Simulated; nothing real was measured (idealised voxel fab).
process module | voxel wiring stack
cross-section cut | 160 nm wide | cells 5 nm
A cross-section is a grid of square cells, given in bands from the top down. A band is one or more rows of cells.
Each band's line starts with the height of the band's top and of its bottom, in nm. Then come its materials from left to right, each with its width in nm. One material with "throughout" fills the band from edge to edge. "air" is empty space.
Height 0 is the level under which the wafer as received is all one material. The lowest band goes on downwards, as in "0 down".
A width such as "30 to 40" changes by the same amount from each row of cells to the next, from the band's top row to its bottom row.
"no change" after a step means that no cell of the cross-section changed.
closed voids: empty space of 8 cells or more with no open way to the top, each as width x height at its distance from the left edge, in nm
after a step's settings: what the simulator itself notes on the step
overlay nm, on a step with a mask: how far to the right of its planned place the mask lay; to the left if negative
plan
1 op RECEIVE | material Si
2 op CONFORMAL_DEP | material SiO2 | thk nm 15
3 op CONFORMAL_DEP | material SiN | thk nm 5
4 op DIRECTIONAL_DEP | material SiO2 | thk nm 15
5 op PATTERN | tone open | mask id METAL_1 | material resist | width nm 30 | pitch nm 45 | thk nm 15 | overlay nm 0
6 op DIRECTIONAL_ETCH | etch materials SiO2 | depth nm 15
7 op DIRECTIONAL_ETCH | etch materials SiN | depth nm 5
8 op STRIP | etch materials resist
9 op CONFORMAL_DEP | material TiN | thk nm 5
10 op FILL_DEP | material W | thk nm 10
11 op CMP | height nm 35
12 op CONFORMAL_DEP | material SiCN | thk nm 5
13 op DIRECTIONAL_DEP | material SiO2 | thk nm 20
14 op PATTERN | tone open | mask id PLUG_1 | material resist | width nm 15 | thk nm 15 | overlay nm 0
15 op DIRECTIONAL_ETCH | etch materials SiO2 | depth nm 20
16 op DIRECTIONAL_ETCH | etch materials SiCN | depth nm 5
17 op STRIP | etch materials resist
18 op EPI | material Ru | thk nm 10
19 op EPI | material Ru | thk nm 10
20 op EPI | material Ru | thk nm 5
21 op CONFORMAL_DEP | material SiCN | thk nm 5
22 op DIRECTIONAL_DEP | material SiO2 | thk nm 15
23 op PATTERN | tone open | mask id METAL_2 | material resist | width nm 30 | pitch nm 45 | thk nm 20 | overlay nm 0
24 op DIRECTIONAL_ETCH | etch materials SiO2 | depth nm 15
25 op DIRECTIONAL_ETCH | etch materials SiCN | depth nm 5
26 op STRIP | etch materials resist
27 op CONFORMAL_DEP | material TiN | thk nm 5
28 op FILL_DEP | material Ru | thk nm 5
29 op CMP | height nm 80
30 op CONFORMAL_DEP | material SiCN | thk nm 5
31 op DIRECTIONAL_DEP | material lowk | thk nm 5
32 op PATTERN | tone open | mask id PLUG_2 | material resist | width nm 15 | thk nm 15 | overlay nm 0
33 op DIRECTIONAL_ETCH | etch materials lowk | depth nm 15
34 op DIRECTIONAL_ETCH | etch materials SiCN | depth nm 5
35 op STRIP | etch materials resist
36 op CONFORMAL_DEP | material TiN | thk nm 5
37 op FILL_DEP | material Ru | thk nm 10
38 op CMP | height nm 100
39 op CONFORMAL_DEP | material SiN | thk nm 5
40 op DIRECTIONAL_DEP | material lowk | thk nm 25
41 op PATTERN | tone open | mask id METAL_3 | material resist | width nm 30 | pitch nm 45 | thk nm 15 | overlay nm 0
42 op DIRECTIONAL_ETCH | etch materials lowk | depth nm 25
43 op DIRECTIONAL_ETCH | etch materials SiN | depth nm 5
44 op STRIP | etch materials resist
45 op CONFORMAL_DEP | material TiN | thk nm 5
46 op FILL_DEP | material W | thk nm 10
47 op CMP | height nm 130
48 op CONFORMAL_DEP | material SiCN | thk nm 5
varied across the wafers: thk nm of step 31. The plan shows the first wafer's value. All wafers start alike
first wafer as received, after step 1
  0 down: Si throughout
  closed voids: none
each wafer at the end: cells of each material gained (+) or lost (-) since it was received, then its closed voids
thk nm 5 | +73 Ru | +110 SiCN | +40 SiN | +332 SiO2 | +116 TiN | +64 W | +129 lowk | closed voids: none
thk nm 10 | +42 Ru | +110 SiCN | +40 SiN | +332 SiO2 | +118 TiN | +64 W | +158 lowk | closed voids: none
thk nm 15 | +42 Ru | +110 SiCN | +40 SiN | +332 SiO2 | +89 TiN | +64 W | +187 lowk | closed voids: none
thk nm 20 | +40 Ru | +113 SiCN | +40 SiN | +332 SiO2 | +85 TiN | +64 W | +190 lowk | closed voids: none
thk nm 25 | +39 Ru | +113 SiCN | +40 SiN | +332 SiO2 | +83 TiN | +64 W | +193 lowk | closed voids: none
thk nm 30 | +39 Ru | +113 SiCN | +40 SiN | +332 SiO2 | +80 TiN | +64 W | +196 lowk | closed voids: none
